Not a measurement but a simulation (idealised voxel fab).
Process module, titled voxel gate over fins
The cross-section on display is named cut; it measures 235 nm wide, and its cells are 5 nm squares.
In this document a cross-section is written as a grid of square cells. It is given as a series of bands, listed from the top down, and a band is one or more rows of cells. Band entry format. Leading values: height of top, height of bottom, nm. Remainder: materials in left-to-right order, each with its width in nm. Special words: "throughout" on a single material, which then fills the band edge to edge; "empty", empty space. Counting heights begins at 0, where everything beneath is, in the wafer as received, one material. The lowest band has no bottom; it goes on downwards, as "from 0 down" shows. So if you see something like "30..40" for the width, read it as the top row of the band sitting at the first number and the bottom row at the second, with every row in between moving by the same amount as the last. It should be understood that the words "no change", when stated for a given step, signify that the cross-section underwent no change in any of its cells during that step. "Unvented cavities" - sealed voids, min. 8 cells, no opening to top; format: width x height at distance (distance from left edge; nm throughout). Where a step's line continues beyond its settings, the continuation is a remark by the simulator itself on that step. When a step includes a mask, the "overlay nm" setting on its line states how far to the right of its planned place that mask lay, and negative values state how far to the left.
Below is the list of planned process steps:
- 1: RECEIVE,material Si
- 2: CONFORMAL_DEP,material SiN,thk nm 10
- 3: MASKED_ETCH,tone cover,mask id FINS,width nm 15,pitch nm 50,etch materials SiN,depth nm 10,overlay nm 0
- 4: MASKED_ETCH,tone cover,mask id FINS,width nm 15,pitch nm 50,etch materials Si,depth nm 30,overlay nm 0
- 5: OXIDIZE,depth nm 5
- 6: FILL_DEP,material SiO2,thk nm 10
- 7: CMP,height nm 10
- 8: PATTERN,tone open,mask id RAIL,material resist,width nm 15,thk nm 15,overlay nm 0
- 9: DIRECTIONAL_ETCH,etch materials SiO2,depth nm 35
- 10: STRIP,etch materials resist
- 11: CONFORMAL_DEP,material TiN,thk nm 5
- 12: FILL_DEP,material W,thk nm 5
- 13: CMP,height nm 10
- 14: SELECTIVE_ETCH,etch materials W Ru TiN,depth nm 30
- 15: FILL_DEP,material SiO2,thk nm 5
- 16: CMP,height nm 10
- 17: SELECTIVE_ETCH,etch materials SiO2,depth nm 20
- 18: STRIP,etch materials SiN
- 19: CONFORMAL_DEP,material HfO2,thk nm 5
- 20: CONFORMAL_DEP,material TiN,thk nm 5
- 21: CONFORMAL_DEP,material TiAl,thk nm 5
- 22: CONFORMAL_DEP,material TiN,thk nm 5
- 23: FILL_DEP,material W,thk nm 10
- 24: CMP,height nm 25
- 25: CONFORMAL_DEP,material SiN,thk nm 5
First wafer of two (run as planned):
Received-state cross-section, reflecting completion of step 1:
- from 0 down: Si throughout
- Unvented cavities: none
Wafer xsec, post step 2:
- from 10 to 0: SiN throughout
- Rest of section, below 0: as before.
Wafer xsec, post step 3:
- from 10 to 0: 35 of empty, then 15 of SiN, then 35 of empty, then 15 of SiN, then 35 of empty, then 15 of SiN, then 35 of empty, then 15 of SiN, then 35 of empty
- Rest of section, below 0: as before.
Wafer xsec, post step 4:
- from 10 to 0: 35 of empty, then 15 of SiN, then 35 of empty, then 15 of SiN, then 35 of empty, then 15 of SiN, then 35 of empty, then 15 of SiN, then 35 of empty
- from 0 to -30: 35 of empty, then 15 of Si, then 35 of empty, then 15 of Si, then 35 of empty, then 15 of Si, then 35 of empty, then 15 of Si, then 35 of empty
- Rest of section, below -30: as before.
Wafer xsec, post step 5:
- from 10 to 0: 35 of empty, then 15 of SiN, then 35 of empty, then 15 of SiN, then 35 of empty, then 15 of SiN, then 35 of empty, then 15 of SiN, then 35 of empty
- from 0 to -30: 35 of empty, then 5 of SiO2, then 5 of Si, then 5 of SiO2, then 35 of empty, then 5 of SiO2, then 5 of Si, then 5 of SiO2, then 35 of empty, then 5 of SiO2, then 5 of Si, then 5 of SiO2, then 35 of empty, then 5 of SiO2, then 5 of Si, then 5 of SiO2, then 35 of empty
- from -30 to -35: 40 of SiO2, then 5 of Si, then 45 of SiO2, then 5 of Si, then 45 of SiO2, then 5 of Si, then 45 of SiO2, then 5 of Si, then 40 of SiO2
- Rest of section, below -35: as before.
Wafer xsec, post step 6:
- from 20 to 10: SiO2 throughout
- from 10 to 0: 35 of SiO2, then 15 of SiN, then 35 of SiO2, then 15 of SiN, then 35 of SiO2, then 15 of SiN, then 35 of SiO2, then 15 of SiN, then 35 of SiO2
- from 0 to -35: 40 of SiO2, then 5 of Si, then 45 of SiO2, then 5 of Si, then 45 of SiO2, then 5 of Si, then 45 of SiO2, then 5 of Si, then 40 of SiO2
- Rest of section, below -35: as before.
Wafer xsec, post step 7:
- from 10 to 0: 35 of SiO2, then 15 of SiN, then 35 of SiO2, then 15 of SiN, then 35 of SiO2, then 15 of SiN, then 35 of SiO2, then 15 of SiN, then 35 of SiO2
- Rest of section, below 0: as before.
Wafer xsec, post step 8:
- from 25 to 10: 60 of resist, then 15 of empty, then 160 of resist
- Rest of section, below 10: as before.
Wafer xsec, post step 9:
- from 25 to 10: 60 of resist, then 15 of empty, then 160 of resist
- from 10 to 0: 35 of SiO2, then 15 of SiN, then 10 of SiO2, then 15 of empty, then 10 of SiO2, then 15 of SiN, then 35 of SiO2, then 15 of SiN, then 35 of SiO2, then 15 of SiN, then 35 of SiO2
- from 0 to -25: 40 of SiO2, then 5 of Si, then 15 of SiO2, then 15 of empty, then 15 of SiO2, then 5 of Si, then 45 of SiO2, then 5 of Si, then 45 of SiO2, then 5 of Si, then 40 of SiO2
- Rest of section, below -25: as before.
Wafer xsec, post step 10:
- from 10 to 0: 35 of SiO2, then 15 of SiN, then 10 of SiO2, then 15 of empty, then 10 of SiO2, then 15 of SiN, then 35 of SiO2, then 15 of SiN, then 35 of SiO2, then 15 of SiN, then 35 of SiO2
- Rest of section, below 0: as before.
Wafer xsec, post step 11:
- from 15 to 10: 65 of TiN, then 5 of empty, then 165 of TiN
- from 10 to 0: 35 of SiO2, then 15 of SiN, then 10 of SiO2, then 5 of TiN, then 5 of empty, then 5 of TiN, then 10 of SiO2, then 15 of SiN, then 35 of SiO2, then 15 of SiN, then 35 of SiO2, then 15 of SiN, then 35 of SiO2
- from 0 to -20: 40 of SiO2, then 5 of Si, then 15 of SiO2, then 5 of TiN, then 5 of empty, then 5 of TiN, then 15 of SiO2, then 5 of Si, then 45 of SiO2, then 5 of Si, then 45 of SiO2, then 5 of Si, then 40 of SiO2
- from -20 to -25: 40 of SiO2, then 5 of Si, then 15 of SiO2, then 15 of TiN, then 15 of SiO2, then 5 of Si, then 45 of SiO2, then 5 of Si, then 45 of SiO2, then 5 of Si, then 40 of SiO2
- Rest of section, below -25: as before.
Wafer xsec, post step 12:
- from 20 to 15: W throughout
- from 15 to 10: 65 of TiN, then 5 of W, then 165 of TiN
- from 10 to 0: 35 of SiO2, then 15 of SiN, then 10 of SiO2, then 5 of TiN, then 5 of W, then 5 of TiN, then 10 of SiO2, then 15 of SiN, then 35 of SiO2, then 15 of SiN, then 35 of SiO2, then 15 of SiN, then 35 of SiO2
- from 0 to -20: 40 of SiO2, then 5 of Si, then 15 of SiO2, then 5 of TiN, then 5 of W, then 5 of TiN, then 15 of SiO2, then 5 of Si, then 45 of SiO2, then 5 of Si, then 45 of SiO2, then 5 of Si, then 40 of SiO2
- Rest of section, below -20: as before.
Wafer xsec, post step 13:
- from 10 to 0: 35 of SiO2, then 15 of SiN, then 10 of SiO2, then 5 of TiN, then 5 of W, then 5 of TiN, then 10 of SiO2, then 15 of SiN, then 35 of SiO2, then 15 of SiN, then 35 of SiO2, then 15 of SiN, then 35 of SiO2
- Rest of section, below 0: as before.
Wafer xsec, post step 14:
- from 10 to 0: 35 of SiO2, then 15 of SiN, then 10 of SiO2, then 15 of empty, then 10 of SiO2, then 15 of SiN, then 35 of SiO2, then 15 of SiN, then 35 of SiO2, then 15 of SiN, then 35 of SiO2
- from 0 to -20: 40 of SiO2, then 5 of Si, then 15 of SiO2, then 15 of empty, then 15 of SiO2, then 5 of Si, then 45 of SiO2, then 5 of Si, then 45 of SiO2, then 5 of Si, then 40 of SiO2
- Rest of section, below -20: as before.
Wafer xsec, post step 15:
- from 15 to 10: SiO2 throughout
- from 10 to 0: 35 of SiO2, then 15 of SiN, then 35 of SiO2, then 15 of SiN, then 35 of SiO2, then 15 of SiN, then 35 of SiO2, then 15 of SiN, then 35 of SiO2
- from 0 to -20: 40 of SiO2, then 5 of Si, then 45 of SiO2, then 5 of Si, then 45 of SiO2, then 5 of Si, then 45 of SiO2, then 5 of Si, then 40 of SiO2
- Rest of section, below -20: as before.
Wafer xsec, post step 16:
- from 10 to 0: 35 of SiO2, then 15 of SiN, then 35 of SiO2, then 15 of SiN, then 35 of SiO2, then 15 of SiN, then 35 of SiO2, then 15 of SiN, then 35 of SiO2
- Rest of section, below 0: as before.
Wafer xsec, post step 17:
- from 10 to 0: 35 of empty, then 15 of SiN, then 35 of empty, then 15 of SiN, then 35 of empty, then 15 of SiN, then 35 of empty, then 15 of SiN, then 35 of empty
- from 0 to -10: 40 of empty, then 5 of Si, then 45 of empty, then 5 of Si, then 45 of empty, then 5 of Si, then 45 of empty, then 5 of Si, then 40 of empty
- Rest of section, below -10: as before.
Wafer xsec, post step 18:
- from 0 to -10: 40 of empty, then 5 of Si, then 45 of empty, then 5 of Si, then 45 of empty, then 5 of Si, then 45 of empty, then 5 of Si, then 40 of empty
- Rest of section, below -10: as before.
Wafer xsec, post step 19:
- from 5 to 0: 35 of empty, then 15 of HfO2, then 35 of empty, then 15 of HfO2, then 35 of empty, then 15 of HfO2, then 35 of empty, then 15 of HfO2, then 35 of empty
- from 0 to -5: 35 of empty, then 5 of HfO2, then 5 of Si, then 5 of HfO2, then 35 of empty, then 5 of HfO2, then 5 of Si, then 5 of HfO2, then 35 of empty, then 5 of HfO2, then 5 of Si, then 5 of HfO2, then 35 of empty, then 5 of HfO2, then 5 of Si, then 5 of HfO2, then 35 of empty
- from -5 to -10: 40 of HfO2, then 5 of Si, then 45 of HfO2, then 5 of Si, then 45 of HfO2, then 5 of Si, then 45 of HfO2, then 5 of Si, then 40 of HfO2
- Rest of section, below -10: as before.
Wafer xsec, post step 20:
- from 10 to 5: 30 of empty, then 25 of TiN, then 25 of empty, then 25 of TiN, then 25 of empty, then 25 of TiN, then 25 of empty, then 25 of TiN, then 30 of empty
- from 5 to 0: 30 of empty, then 5 of TiN, then 15 of HfO2, then 5 of TiN, then 25 of empty, then 5 of TiN, then 15 of HfO2, then 5 of TiN, then 25 of empty, then 5 of TiN, then 15 of HfO2, then 5 of TiN, then 25 of empty, then 5 of TiN, then 15 of HfO2, then 5 of TiN, then 30 of empty
- from 0 to -5: 35 of TiN, then 5 of HfO2, then 5 of Si, then 5 of HfO2, then 35 of TiN, then 5 of HfO2, then 5 of Si, then 5 of HfO2, then 35 of TiN, then 5 of HfO2, then 5 of Si, then 5 of HfO2, then 35 of TiN, then 5 of HfO2, then 5 of Si, then 5 of HfO2, then 35 of TiN
- Rest of section, below -5: as before.
Wafer xsec, post step 21:
- from 15 to 10: 25 of empty, then 35 of TiAl, then 15 of empty, then 35 of TiAl, then 15 of empty, then 35 of TiAl, then 15 of empty, then 35 of TiAl, then 25 of empty
- from 10 to 5: 25 of empty, then 5 of TiAl, then 25 of TiN, then 5 of TiAl, then 15 of empty, then 5 of TiAl, then 25 of TiN, then 5 of TiAl, then 15 of empty, then 5 of TiAl, then 25 of TiN, then 5 of TiAl, then 15 of empty, then 5 of TiAl, then 25 of TiN, then 5 of TiAl, then 25 of empty
- from 5 to 0: 30 of TiAl, then 5 of TiN, then 15 of HfO2, then 5 of TiN, then 25 of TiAl, then 5 of TiN, then 15 of HfO2, then 5 of TiN, then 25 of TiAl, then 5 of TiN, then 15 of HfO2, then 5 of TiN, then 25 of TiAl, then 5 of TiN, then 15 of HfO2, then 5 of TiN, then 30 of TiAl
- Rest of section, below 0: as before.
Wafer xsec, post step 22:
- from 20 to 15: 20 of empty, then 45 of TiN, then 5 of empty, then 45 of TiN, then 5 of empty, then 45 of TiN, then 5 of empty, then 45 of TiN, then 20 of empty
- from 15 to 10: 20 of empty, then 5 of TiN, then 35 of TiAl, then 5 of TiN, then 5 of empty, then 5 of TiN, then 35 of TiAl, then 5 of TiN, then 5 of empty, then 5 of TiN, then 35 of TiAl, then 5 of TiN, then 5 of empty, then 5 of TiN, then 35 of TiAl, then 5 of TiN, then 20 of empty
- from 10 to 5: 25 of TiN, then 5 of TiAl, then 25 of TiN, then 5 of TiAl, then 15 of TiN, then 5 of TiAl, then 25 of TiN, then 5 of TiAl, then 15 of TiN, then 5 of TiAl, then 25 of TiN, then 5 of TiAl, then 15 of TiN, then 5 of TiAl, then 25 of TiN, then 5 of TiAl, then 25 of TiN
- Rest of section, below 5: as before.
Wafer xsec, post step 23:
- from 30 to 20: W throughout
- from 20 to 15: 20 of W, then 45 of TiN, then 5 of W, then 45 of TiN, then 5 of W, then 45 of TiN, then 5 of W, then 45 of TiN, then 20 of W
- from 15 to 10: 20 of W, then 5 of TiN, then 35 of TiAl, then 5 of TiN, then 5 of W, then 5 of TiN, then 35 of TiAl, then 5 of TiN, then 5 of W, then 5 of TiN, then 35 of TiAl, then 5 of TiN, then 5 of W, then 5 of TiN, then 35 of TiAl, then 5 of TiN, then 20 of W
- Rest of section, below 10: as before.
Wafer xsec, post step 24:
- from 25 to 20: W throughout
- Rest of section, below 20: as before.
Wafer xsec, post step 25:
- from 30 to 25: SiN throughout
- Rest of section, below 25: as before.
It is to be noted that the second wafer proceeded from the same initial state and according to the same plan as the first, although one mistake was committed in its execution; through step 7, inclusive, the two wafers share an identical history:
Second wafer, sectioned view, at step 8's planned end time:
- from 25 to 10: 55 of resist, then 25 of empty, then 155 of resist
- Rest of section, below 10: as before.
Second wafer, sectioned view, at step 9's planned end time:
- from 25 to 10: 55 of resist, then 25 of empty, then 155 of resist
- from 10 to 0: 35 of SiO2, then 15 of SiN, then 5 of SiO2, then 25 of empty, then 5 of SiO2, then 15 of SiN, then 35 of SiO2, then 15 of SiN, then 35 of SiO2, then 15 of SiN, then 35 of SiO2
- from 0 to -25: 40 of SiO2, then 5 of Si, then 10 of SiO2, then 25 of empty, then 10 of SiO2, then 5 of Si, then 45 of SiO2, then 5 of Si, then 45 of SiO2, then 5 of Si, then 40 of SiO2
- Rest of section, below -25: as before.
Second wafer, sectioned view, at step 10's planned end time:
- from 10 to 0: 35 of SiO2, then 15 of SiN, then 5 of SiO2, then 25 of empty, then 5 of SiO2, then 15 of SiN, then 35 of SiO2, then 15 of SiN, then 35 of SiO2, then 15 of SiN, then 35 of SiO2
- Rest of section, below 0: as before.
Second wafer, sectioned view, at step 11's planned end time:
- from 15 to 10: 60 of TiN, then 15 of empty, then 160 of TiN
- from 10 to 0: 35 of SiO2, then 15 of SiN, then 5 of SiO2, then 5 of TiN, then 15 of empty, then 5 of TiN, then 5 of SiO2, then 15 of SiN, then 35 of SiO2, then 15 of SiN, then 35 of SiO2, then 15 of SiN, then 35 of SiO2
- from 0 to -20: 40 of SiO2, then 5 of Si, then 10 of SiO2, then 5 of TiN, then 15 of empty, then 5 of TiN, then 10 of SiO2, then 5 of Si, then 45 of SiO2, then 5 of Si, then 45 of SiO2, then 5 of Si, then 40 of SiO2
- from -20 to -25: 40 of SiO2, then 5 of Si, then 10 of SiO2, then 25 of TiN, then 10 of SiO2, then 5 of Si, then 45 of SiO2, then 5 of Si, then 45 of SiO2, then 5 of Si, then 40 of SiO2
- Rest of section, below -25: as before.
Second wafer, sectioned view, at step 12's planned end time:
- from 20 to 15: W throughout
- from 15 to 10: 60 of TiN, then 15 of W, then 160 of TiN
- from 10 to 0: 35 of SiO2, then 15 of SiN, then 5 of SiO2, then 5 of TiN, then 15 of W, then 5 of TiN, then 5 of SiO2, then 15 of SiN, then 35 of SiO2, then 15 of SiN, then 35 of SiO2, then 15 of SiN, then 35 of SiO2
- from 0 to -20: 40 of SiO2, then 5 of Si, then 10 of SiO2, then 5 of TiN, then 15 of W, then 5 of TiN, then 10 of SiO2, then 5 of Si, then 45 of SiO2, then 5 of Si, then 45 of SiO2, then 5 of Si, then 40 of SiO2
- Rest of section, below -20: as before.
Second wafer, sectioned view, at step 13's planned end time:
- from 10 to 0: 35 of SiO2, then 15 of SiN, then 5 of SiO2, then 5 of TiN, then 15 of W, then 5 of TiN, then 5 of SiO2, then 15 of SiN, then 35 of SiO2, then 15 of SiN, then 35 of SiO2, then 15 of SiN, then 35 of SiO2
- Rest of section, below 0: as before.
Second wafer, sectioned view, at step 14's planned end time:
- from 10 to 0: 35 of SiO2, then 15 of SiN, then 5 of SiO2, then 25 of empty, then 5 of SiO2, then 15 of SiN, then 35 of SiO2, then 15 of SiN, then 35 of SiO2, then 15 of SiN, then 35 of SiO2
- from 0 to -20: 40 of SiO2, then 5 of Si, then 10 of SiO2, then 25 of empty, then 10 of SiO2, then 5 of Si, then 45 of SiO2, then 5 of Si, then 45 of SiO2, then 5 of Si, then 40 of SiO2
- Rest of section, below -20: as before.
Second wafer, sectioned view, at step 15's planned end time:
- from 15 to 10: SiO2 throughout
- from 10 to 0: 35 of SiO2, then 15 of SiN, then 35 of SiO2, then 15 of SiN, then 35 of SiO2, then 15 of SiN, then 35 of SiO2, then 15 of SiN, then 35 of SiO2
- from 0 to -20: 40 of SiO2, then 5 of Si, then 45 of SiO2, then 5 of Si, then 45 of SiO2, then 5 of Si, then 45 of SiO2, then 5 of Si, then 40 of SiO2
- Rest of section, below -20: as before.
Second wafer, sectioned view, at step 16's planned end time:
- from 10 to 0: 35 of SiO2, then 15 of SiN, then 35 of SiO2, then 15 of SiN, then 35 of SiO2, then 15 of SiN, then 35 of SiO2, then 15 of SiN, then 35 of SiO2
- Rest of section, below 0: as before.
Second wafer, sectioned view, at step 17's planned end time:
- from 10 to 0: 35 of empty, then 15 of SiN, then 35 of empty, then 15 of SiN, then 35 of empty, then 15 of SiN, then 35 of empty, then 15 of SiN, then 35 of empty
- from 0 to -10: 40 of empty, then 5 of Si, then 45 of empty, then 5 of Si, then 45 of empty, then 5 of Si, then 45 of empty, then 5 of Si, then 40 of empty
- Rest of section, below -10: as before.
Second wafer, sectioned view, at step 18's planned end time:
- from 0 to -10: 40 of empty, then 5 of Si, then 45 of empty, then 5 of Si, then 45 of empty, then 5 of Si, then 45 of empty, then 5 of Si, then 40 of empty
- Rest of section, below -10: as before.
Second wafer, sectioned view, at step 19's planned end time:
- from 5 to 0: 35 of empty, then 15 of HfO2, then 35 of empty, then 15 of HfO2, then 35 of empty, then 15 of HfO2, then 35 of empty, then 15 of HfO2, then 35 of empty
- from 0 to -5: 35 of empty, then 5 of HfO2, then 5 of Si, then 5 of HfO2, then 35 of empty, then 5 of HfO2, then 5 of Si, then 5 of HfO2, then 35 of empty, then 5 of HfO2, then 5 of Si, then 5 of HfO2, then 35 of empty, then 5 of HfO2, then 5 of Si, then 5 of HfO2, then 35 of empty
- from -5 to -10: 40 of HfO2, then 5 of Si, then 45 of HfO2, then 5 of Si, then 45 of HfO2, then 5 of Si, then 45 of HfO2, then 5 of Si, then 40 of HfO2
- Rest of section, below -10: as before.
Second wafer, sectioned view, at step 20's planned end time:
- from 10 to 5: 30 of empty, then 25 of TiN, then 25 of empty, then 25 of TiN, then 25 of empty, then 25 of TiN, then 25 of empty, then 25 of TiN, then 30 of empty
- from 5 to 0: 30 of empty, then 5 of TiN, then 15 of HfO2, then 5 of TiN, then 25 of empty, then 5 of TiN, then 15 of HfO2, then 5 of TiN, then 25 of empty, then 5 of TiN, then 15 of HfO2, then 5 of TiN, then 25 of empty, then 5 of TiN, then 15 of HfO2, then 5 of TiN, then 30 of empty
- from 0 to -5: 35 of TiN, then 5 of HfO2, then 5 of Si, then 5 of HfO2, then 35 of TiN, then 5 of HfO2, then 5 of Si, then 5 of HfO2, then 35 of TiN, then 5 of HfO2, then 5 of Si, then 5 of HfO2, then 35 of TiN, then 5 of HfO2, then 5 of Si, then 5 of HfO2, then 35 of TiN
- Rest of section, below -5: as before.
Second wafer, sectioned view, at step 21's planned end time:
- from 15 to 10: 25 of empty, then 35 of TiAl, then 15 of empty, then 35 of TiAl, then 15 of empty, then 35 of TiAl, then 15 of empty, then 35 of TiAl, then 25 of empty
- from 10 to 5: 25 of empty, then 5 of TiAl, then 25 of TiN, then 5 of TiAl, then 15 of empty, then 5 of TiAl, then 25 of TiN, then 5 of TiAl, then 15 of empty, then 5 of TiAl, then 25 of TiN, then 5 of TiAl, then 15 of empty, then 5 of TiAl, then 25 of TiN, then 5 of TiAl, then 25 of empty
- from 5 to 0: 30 of TiAl, then 5 of TiN, then 15 of HfO2, then 5 of TiN, then 25 of TiAl, then 5 of TiN, then 15 of HfO2, then 5 of TiN, then 25 of TiAl, then 5 of TiN, then 15 of HfO2, then 5 of TiN, then 25 of TiAl, then 5 of TiN, then 15 of HfO2, then 5 of TiN, then 30 of TiAl
- Rest of section, below 0: as before.
Second wafer, sectioned view, at step 22's planned end time:
- from 20 to 15: 20 of empty, then 45 of TiN, then 5 of empty, then 45 of TiN, then 5 of empty, then 45 of TiN, then 5 of empty, then 45 of TiN, then 20 of empty
- from 15 to 10: 20 of empty, then 5 of TiN, then 35 of TiAl, then 5 of TiN, then 5 of empty, then 5 of TiN, then 35 of TiAl, then 5 of TiN, then 5 of empty, then 5 of TiN, then 35 of TiAl, then 5 of TiN, then 5 of empty, then 5 of TiN, then 35 of TiAl, then 5 of TiN, then 20 of empty
- from 10 to 5: 25 of TiN, then 5 of TiAl, then 25 of TiN, then 5 of TiAl, then 15 of TiN, then 5 of TiAl, then 25 of TiN, then 5 of TiAl, then 15 of TiN, then 5 of TiAl, then 25 of TiN, then 5 of TiAl, then 15 of TiN, then 5 of TiAl, then 25 of TiN, then 5 of TiAl, then 25 of TiN
- Rest of section, below 5: as before.
Second wafer, sectioned view, at step 23's planned end time:
- from 30 to 20: W throughout
- from 20 to 15: 20 of W, then 45 of TiN, then 5 of W, then 45 of TiN, then 5 of W, then 45 of TiN, then 5 of W, then 45 of TiN, then 20 of W
- from 15 to 10: 20 of W, then 5 of TiN, then 35 of TiAl, then 5 of TiN, then 5 of W, then 5 of TiN, then 35 of TiAl, then 5 of TiN, then 5 of W, then 5 of TiN, then 35 of TiAl, then 5 of TiN, then 5 of W, then 5 of TiN, then 35 of TiAl, then 5 of TiN, then 20 of W
- Rest of section, below 10: as before.
Second wafer, sectioned view, at step 24's planned end time:
- from 25 to 20: W throughout
- Rest of section, below 20: as before.
Second wafer, sectioned view, at step 25's planned end time:
- from 30 to 25: SiN throughout
- Rest of section, below 25: as before.
Here's what went sideways: off-plan run, step 8, actual operation and settings PATTERN,tone open,mask id RAIL,material resist,width nm 25,thk nm 15,overlay nm 0
Final tally in cells, some materials are higher or lower on the second wafer than on the first: SiO2 -2; TiN +2
